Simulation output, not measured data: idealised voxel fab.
voxel capacitor over wiring: a process module
Cross-section cut: width 240 nm, square cells of 5 nm.
Think of the cross-section as a grid of square cells. We describe it in bands, top to bottom, and each band covers one or more rows of those cells.
This entry defines a band. It first specifies the height of the band's top and the height of its bottom in nm, and then specifies the band's materials from left to right, stating each material with its width in nm. The word "all across" identifies a single material that fills the band from edge to edge, while the word "empty" identifies empty space.
Heights from 0 (as-received wafer is one material below). Bottom band endless downward, as "top 0, no bottom".
So if you see something like "30..40" for the width, read it as the top row of the band sitting at the first number and the bottom row at the second, with every row in between moving by the same amount as the last.
For the purposes of this document, the phrase "no modification" attached to a step denotes that no cell within the cross-section was modified by that step.
"Enclosed internal cavities" contains a list of empty spaces, each no smaller than 8 cells and without an open way to the top, written in the form width x height at distance with the distance from the left edge and all three in nm.
Read whatever lies past the settings on a step's line as the simulator's own remark about the step.
Steps that use a mask can have "overlay nm" on their line. It says how far the mask sat to the right of where it was meant to be. Negative means to the left.
# List of planned process steps
| 1 | RECEIVE [material Si] |
| 2 | CONFORMAL_DEP [material SiO2] [thk nm 10] |
| 3 | DIRECTIONAL_DEP [material TiN] [thk nm 5] |
| 4 | DIRECTIONAL_DEP [material W] [thk nm 15] |
| 5 | DIRECTIONAL_DEP [material aC] [thk nm 15] |
| 6 | PATTERN [tone cover] [mask id METAL_1] [material resist] [width nm 20] [pitch nm 70] [thk nm 35] [overlay nm 0] |
| 7 | DIRECTIONAL_ETCH [etch materials aC] [depth nm 15] |
| 8 | STRIP [etch materials resist] |
| 9 | DIRECTIONAL_ETCH [etch materials W] [depth nm 15] |
| 10 | DIRECTIONAL_ETCH [etch materials TiN] [depth nm 5] |
| 11 | STRIP [etch materials aC] |
| 12 | FILL_DEP [material lowk] [thk nm 5] |
| 13 | CMP [height nm 30] |
| 14 | CONFORMAL_DEP [material SiCN] [thk nm 5] |
| 15 | DIRECTIONAL_DEP [material lowk] [thk nm 10] |
| 16 | DIRECTIONAL_DEP [material aC] [thk nm 10] |
| 17 | PATTERN [tone open] [mask id PLUG_1] [material resist] [width nm 15] [thk nm 30] [overlay nm 0] |
| 18 | DIRECTIONAL_ETCH [etch materials aC] [depth nm 10] |
| 19 | STRIP [etch materials resist] |
| 20 | DIRECTIONAL_ETCH [etch materials lowk] [depth nm 10] |
| 21 | DIRECTIONAL_ETCH [etch materials SiCN] [depth nm 5] |
| 22 | STRIP [etch materials aC] |
| 23 | CONFORMAL_DEP [material TiN] [thk nm 5] |
| 24 | FILL_DEP [material W] [thk nm 10] |
| 25 | CMP [height nm 45] |
| 26 | DIRECTIONAL_DEP [material TiN] [thk nm 5] |
| 27 | DIRECTIONAL_DEP [material SiN] [thk nm 5] |
| 28 | DIRECTIONAL_DEP [material TiN] [thk nm 10] |
| 29 | DIRECTIONAL_DEP [material aC] [thk nm 15] |
| 30 | PATTERN [tone cover] [mask id UPPER_PLATE] [material resist] [width nm 55] [thk nm 35] [overlay nm 0] |
| 31 | DIRECTIONAL_ETCH [etch materials aC] [depth nm 15] |
| 32 | STRIP [etch materials resist] |
| 33 | DIRECTIONAL_ETCH [etch materials TiN] [depth nm 10] |
| 34 | DIRECTIONAL_ETCH [etch materials SiN] [depth nm 5] |
| 35 | STRIP [etch materials aC] |
| 36 | PATTERN [tone cover] [mask id LOWER_PLATE] [material resist] [width nm 65] [thk nm 15] [overlay nm 0] |
| 37 | DIRECTIONAL_ETCH [etch materials TiN] [depth nm 5] |
| 38 | STRIP [etch materials resist] |
| 39 | FILL_DEP [material SiO2] [thk nm 15] |
| 40 | CMP [height nm 75] |
| 41 | PATTERN [tone open] [mask id PLUG_2] [material resist] [width nm 15] [thk nm 20] [overlay nm 0] |
| 42 | DIRECTIONAL_ETCH [etch materials SiO2] [depth nm 10] |
| 43 | STRIP [etch materials resist] |
| 44 | CONFORMAL_DEP [material TiN] [thk nm 5] |
| 45 | FILL_DEP [material Ru] [thk nm 5] |
| 46 | CMP [height nm 75] |
| 47 | CONFORMAL_DEP [material SiCN] [thk nm 5] |
# Account of the first of two wafers, which was processed as intended
# Cross-section, incoming material, after step 1
	top 0, no bottom: Si all across
	Enclosed internal cavities: none
# How the wafer stands in section after step 2
	top 10, bottom 0: SiO2 all across
	Beneath the level 0, the cross-section is identical to its previous state.
# How the wafer stands in section after step 3
	top 15, bottom 10: TiN all across
	Beneath the level 10, the cross-section is identical to its previous state.
# How the wafer stands in section after step 4
	top 30, bottom 15: W all across
	Beneath the level 15, the cross-section is identical to its previous state.
# How the wafer stands in section after step 5
	top 45, bottom 30: aC all across
	Beneath the level 30, the cross-section is identical to its previous state.
# How the wafer stands in section after step 6
	top 80, bottom 45: 75 of empty  20 of resist  50 of empty  20 of resist  75 of empty
	Beneath the level 45, the cross-section is identical to its previous state.
# How the wafer stands in section after step 7
	top 65, bottom 45: 75 of empty  20 of resist  50 of empty  20 of resist  75 of empty
	top 45, bottom 30: 75 of empty  20 of aC  50 of empty  20 of aC  75 of empty
	Beneath the level 30, the cross-section is identical to its previous state.
# How the wafer stands in section after step 8
	top 45, bottom 30: 75 of empty  20 of aC  50 of empty  20 of aC  75 of empty
	Beneath the level 30, the cross-section is identical to its previous state.
# How the wafer stands in section after step 9
	top 45, bottom 30: 75 of empty  20 of aC  50 of empty  20 of aC  75 of empty
	top 30, bottom 15: 75 of empty  20 of W  50 of empty  20 of W  75 of empty
	Beneath the level 15, the cross-section is identical to its previous state.
# How the wafer stands in section after step 10
	top 45, bottom 30: 75 of empty  20 of aC  50 of empty  20 of aC  75 of empty
	top 30, bottom 15: 75 of empty  20 of W  50 of empty  20 of W  75 of empty
	top 15, bottom 10: 75 of empty  20 of TiN  50 of empty  20 of TiN  75 of empty
	Beneath the level 10, the cross-section is identical to its previous state.
# How the wafer stands in section after step 11
	top 30, bottom 15: 75 of empty  20 of W  50 of empty  20 of W  75 of empty
	Beneath the level 15, the cross-section is identical to its previous state.
# How the wafer stands in section after step 12
	top 35, bottom 30: lowk all across
	top 30, bottom 15: 75 of lowk  20 of W  50 of lowk  20 of W  75 of lowk
	top 15, bottom 10: 75 of lowk  20 of TiN  50 of lowk  20 of TiN  75 of lowk
	Beneath the level 10, the cross-section is identical to its previous state.
# How the wafer stands in section after step 13
	top 30, bottom 15: 75 of lowk  20 of W  50 of lowk  20 of W  75 of lowk
	Beneath the level 15, the cross-section is identical to its previous state.
# How the wafer stands in section after step 14
	top 35, bottom 30: SiCN all across
	Beneath the level 30, the cross-section is identical to its previous state.
# How the wafer stands in section after step 15
	top 45, bottom 35: lowk all across
	Beneath the level 35, the cross-section is identical to its previous state.
# How the wafer stands in section after step 16
	top 55, bottom 45: aC all across
	Beneath the level 45, the cross-section is identical to its previous state.
# How the wafer stands in section after step 17
	top 85, bottom 55: 80 of resist  15 of empty  145 of resist
	Beneath the level 55, the cross-section is identical to its previous state.
# How the wafer stands in section after step 18
	top 75, bottom 55: 80 of resist  15 of empty  145 of resist
	top 55, bottom 45: 80 of aC  15 of empty  145 of aC
	Beneath the level 45, the cross-section is identical to its previous state.
# How the wafer stands in section after step 19
	top 55, bottom 45: 80 of aC  15 of empty  145 of aC
	Beneath the level 45, the cross-section is identical to its previous state.
# How the wafer stands in section after step 20
	top 55, bottom 45: 80 of aC  15 of empty  145 of aC
	top 45, bottom 35: 80 of lowk  15 of empty  145 of lowk
	Beneath the level 35, the cross-section is identical to its previous state.
# How the wafer stands in section after step 21
	top 55, bottom 45: 80 of aC  15 of empty  145 of aC
	top 45, bottom 35: 80 of lowk  15 of empty  145 of lowk
	top 35, bottom 30: 80 of SiCN  15 of empty  145 of SiCN
	Beneath the level 30, the cross-section is identical to its previous state.
# How the wafer stands in section after step 22
	top 45, bottom 35: 80 of lowk  15 of empty  145 of lowk
	Beneath the level 35, the cross-section is identical to its previous state.
# How the wafer stands in section after step 23
	top 50, bottom 45: 85 of TiN  5 of empty  150 of TiN
	top 45, bottom 35: 80 of lowk  5 of TiN  5 of empty  5 of TiN  145 of lowk
	top 35, bottom 30: 80 of SiCN  15 of TiN  145 of SiCN
	Beneath the level 30, the cross-section is identical to its previous state.
# How the wafer stands in section after step 24
	top 60, bottom 50: W all across
	top 50, bottom 45: 85 of TiN  5 of W  150 of TiN
	top 45, bottom 35: 80 of lowk  5 of TiN  5 of W  5 of TiN  145 of lowk
	Beneath the level 35, the cross-section is identical to its previous state.
# How the wafer stands in section after step 25
	top 45, bottom 35: 80 of lowk  5 of TiN  5 of W  5 of TiN  145 of lowk
	Beneath the level 35, the cross-section is identical to its previous state.
# How the wafer stands in section after step 26
	top 50, bottom 45: TiN all across
	Beneath the level 45, the cross-section is identical to its previous state.
# How the wafer stands in section after step 27
	top 55, bottom 50: SiN all across
	Beneath the level 50, the cross-section is identical to its previous state.
# How the wafer stands in section after step 28
	top 65, bottom 55: TiN all across
	Beneath the level 55, the cross-section is identical to its previous state.
# How the wafer stands in section after step 29
	top 80, bottom 65: aC all across
	Beneath the level 65, the cross-section is identical to its previous state.
# How the wafer stands in section after step 30
	top 115, bottom 80: 80 of empty  55 of resist  105 of empty
	Beneath the level 80, the cross-section is identical to its previous state.
# How the wafer stands in section after step 31
	top 100, bottom 80: 80 of empty  55 of resist  105 of empty
	top 80, bottom 65: 80 of empty  55 of aC  105 of empty
	Beneath the level 65, the cross-section is identical to its previous state.
# How the wafer stands in section after step 32
	top 80, bottom 65: 80 of empty  55 of aC  105 of empty
	Beneath the level 65, the cross-section is identical to its previous state.
# How the wafer stands in section after step 33
	top 80, bottom 65: 80 of empty  55 of aC  105 of empty
	top 65, bottom 55: 80 of empty  55 of TiN  105 of empty
	Beneath the level 55, the cross-section is identical to its previous state.
# How the wafer stands in section after step 34
	top 80, bottom 65: 80 of empty  55 of aC  105 of empty
	top 65, bottom 55: 80 of empty  55 of TiN  105 of empty
	top 55, bottom 50: 80 of empty  55 of SiN  105 of empty
	Beneath the level 50, the cross-section is identical to its previous state.
# How the wafer stands in section after step 35
	top 65, bottom 55: 80 of empty  55 of TiN  105 of empty
	Beneath the level 55, the cross-section is identical to its previous state.
# How the wafer stands in section after step 36
	top 80, bottom 65: 75 of empty  65 of resist  100 of empty
	top 65, bottom 55: 75 of empty  5 of resist  55 of TiN  5 of resist  100 of empty
	top 55, bottom 50: 75 of empty  5 of resist  55 of SiN  5 of resist  100 of empty
	Beneath the level 50, the cross-section is identical to its previous state.
# How the wafer stands in section after step 37
	top 80, bottom 65: 75 of empty  65 of resist  100 of empty
	top 65, bottom 55: 75 of empty  5 of resist  55 of TiN  5 of resist  100 of empty
	top 55, bottom 50: 75 of empty  5 of resist  55 of SiN  5 of resist  100 of empty
	top 50, bottom 45: 75 of empty  65 of TiN  100 of empty
	Beneath the level 45, the cross-section is identical to its previous state.
# How the wafer stands in section after step 38
	top 65, bottom 55: 80 of empty  55 of TiN  105 of empty
	top 55, bottom 50: 80 of empty  55 of SiN  105 of empty
	Beneath the level 50, the cross-section is identical to its previous state.
# How the wafer stands in section after step 39
	top 80, bottom 65: SiO2 all across
	top 65, bottom 55: 80 of SiO2  55 of TiN  105 of SiO2
	top 55, bottom 50: 80 of SiO2  55 of SiN  105 of SiO2
	top 50, bottom 45: 75 of SiO2  65 of TiN  100 of SiO2
	Beneath the level 45, the cross-section is identical to its previous state.
# How the wafer stands in section after step 40
	top 75, bottom 65: SiO2 all across
	Beneath the level 65, the cross-section is identical to its previous state.
# How the wafer stands in section after step 41
	top 95, bottom 75: 90 of resist  15 of empty  135 of resist
	Beneath the level 75, the cross-section is identical to its previous state.
# How the wafer stands in section after step 42
	top 95, bottom 75: 90 of resist  15 of empty  135 of resist
	top 75, bottom 65: 90 of SiO2  15 of empty  135 of SiO2
	Beneath the level 65, the cross-section is identical to its previous state.
# How the wafer stands in section after step 43
	top 75, bottom 65: 90 of SiO2  15 of empty  135 of SiO2
	Beneath the level 65, the cross-section is identical to its previous state.
# How the wafer stands in section after step 44
	top 80, bottom 75: 95 of TiN  5 of empty  140 of TiN
	top 75, bottom 70: 90 of SiO2  5 of TiN  5 of empty  5 of TiN  135 of SiO2
	top 70, bottom 65: 90 of SiO2  15 of TiN  135 of SiO2
	Beneath the level 65, the cross-section is identical to its previous state.
# How the wafer stands in section after step 45
	top 85, bottom 80: Ru all across
	top 80, bottom 75: 95 of TiN  5 of Ru  140 of TiN
	top 75, bottom 70: 90 of SiO2  5 of TiN  5 of Ru  5 of TiN  135 of SiO2
	Beneath the level 70, the cross-section is identical to its previous state.
# How the wafer stands in section after step 46
	top 75, bottom 70: 90 of SiO2  5 of TiN  5 of Ru  5 of TiN  135 of SiO2
	Beneath the level 70, the cross-section is identical to its previous state.
# How the wafer stands in section after step 47
	top 80, bottom 75: SiCN all across
	Beneath the level 75, the cross-section is identical to its previous state.
# second wafer: like start, like plan, one mistake. Through step 24 it matches the first wafer
Second wafer profile in section, at the moment step 25 of the plan was meant to be complete: no modification
# Second wafer profile in section, at the moment step 26 of the plan was meant to be complete
	top 65, bottom 60: TiN all across
	Beneath the level 60, the cross-section is identical to its previous state.
# Second wafer profile in section, at the moment step 27 of the plan was meant to be complete
	top 70, bottom 65: SiN all across
	Beneath the level 65, the cross-section is identical to its previous state.
# Second wafer profile in section, at the moment step 28 of the plan was meant to be complete
	top 80, bottom 70: TiN all across
	Beneath the level 70, the cross-section is identical to its previous state.
# Second wafer profile in section, at the moment step 29 of the plan was meant to be complete
	top 95, bottom 80: aC all across
	Beneath the level 80, the cross-section is identical to its previous state.
# Second wafer profile in section, at the moment step 30 of the plan was meant to be complete
	top 130, bottom 95: 80 of empty  55 of resist  105 of empty
	Beneath the level 95, the cross-section is identical to its previous state.
# Second wafer profile in section, at the moment step 31 of the plan was meant to be complete
	top 115, bottom 95: 80 of empty  55 of resist  105 of empty
	top 95, bottom 80: 80 of empty  55 of aC  105 of empty
	Beneath the level 80, the cross-section is identical to its previous state.
# Second wafer profile in section, at the moment step 32 of the plan was meant to be complete
	top 95, bottom 80: 80 of empty  55 of aC  105 of empty
	Beneath the level 80, the cross-section is identical to its previous state.
# Second wafer profile in section, at the moment step 33 of the plan was meant to be complete
	top 95, bottom 80: 80 of empty  55 of aC  105 of empty
	top 80, bottom 70: 80 of empty  55 of TiN  105 of empty
	Beneath the level 70, the cross-section is identical to its previous state.
# Second wafer profile in section, at the moment step 34 of the plan was meant to be complete
	top 95, bottom 80: 80 of empty  55 of aC  105 of empty
	top 80, bottom 70: 80 of empty  55 of TiN  105 of empty
	top 70, bottom 65: 80 of empty  55 of SiN  105 of empty
	Beneath the level 65, the cross-section is identical to its previous state.
# Second wafer profile in section, at the moment step 35 of the plan was meant to be complete
	top 80, bottom 70: 80 of empty  55 of TiN  105 of empty
	Beneath the level 70, the cross-section is identical to its previous state.
# Second wafer profile in section, at the moment step 36 of the plan was meant to be complete
	top 95, bottom 80: 75 of empty  65 of resist  100 of empty
	top 80, bottom 70: 75 of empty  5 of resist  55 of TiN  5 of resist  100 of empty
	top 70, bottom 65: 75 of empty  5 of resist  55 of SiN  5 of resist  100 of empty
	Beneath the level 65, the cross-section is identical to its previous state.
# Second wafer profile in section, at the moment step 37 of the plan was meant to be complete
	top 95, bottom 80: 75 of empty  65 of resist  100 of empty
	top 80, bottom 70: 75 of empty  5 of resist  55 of TiN  5 of resist  100 of empty
	top 70, bottom 65: 75 of empty  5 of resist  55 of SiN  5 of resist  100 of empty
	top 65, bottom 60: 75 of empty  65 of TiN  100 of empty
	Beneath the level 60, the cross-section is identical to its previous state.
# Second wafer profile in section, at the moment step 38 of the plan was meant to be complete
	top 80, bottom 70: 80 of empty  55 of TiN  105 of empty
	top 70, bottom 65: 80 of empty  55 of SiN  105 of empty
	Beneath the level 65, the cross-section is identical to its previous state.
# Second wafer profile in section, at the moment step 39 of the plan was meant to be complete
	top 95, bottom 80: SiO2 all across
	top 80, bottom 70: 80 of SiO2  55 of TiN  105 of SiO2
	top 70, bottom 65: 80 of SiO2  55 of SiN  105 of SiO2
	top 65, bottom 60: 75 of SiO2  65 of TiN  100 of SiO2
	Beneath the level 60, the cross-section is identical to its previous state.
# Second wafer profile in section, at the moment step 40 of the plan was meant to be complete
	top 75, bottom 70: 80 of SiO2  55 of TiN  105 of SiO2
	Beneath the level 70, the cross-section is identical to its previous state.
# Second wafer profile in section, at the moment step 41 of the plan was meant to be complete
	top 95, bottom 75: 90 of resist  15 of empty  135 of resist
	Beneath the level 75, the cross-section is identical to its previous state.
Second wafer profile in section, at the moment step 42 of the plan was meant to be complete: no modification
# Second wafer profile in section, at the moment step 43 of the plan was meant to be complete
	top 75, bottom 70: 80 of SiO2  55 of TiN  105 of SiO2
	Beneath the level 70, the cross-section is identical to its previous state.
# Second wafer profile in section, at the moment step 44 of the plan was meant to be complete
	top 80, bottom 75: TiN all across
	Beneath the level 75, the cross-section is identical to its previous state.
# Second wafer profile in section, at the moment step 45 of the plan was meant to be complete
	top 85, bottom 80: Ru all across
	Beneath the level 80, the cross-section is identical to its previous state.
# Second wafer profile in section, at the moment step 46 of the plan was meant to be complete
	top 75, bottom 70: 80 of SiO2  55 of TiN  105 of SiO2
	Beneath the level 70, the cross-section is identical to its previous state.
# Second wafer profile in section, at the moment step 47 of the plan was meant to be complete
	top 80, bottom 75: SiCN all across
	Beneath the level 75, the cross-section is identical to its previous state.
Want to know what went wrong? no execution of plan step 25; skipped
The final cell counts differ between the wafers, with the second having more or fewer of some materials than the first: Ru -1 | SiO2 -127 | TiN +31 | W +97
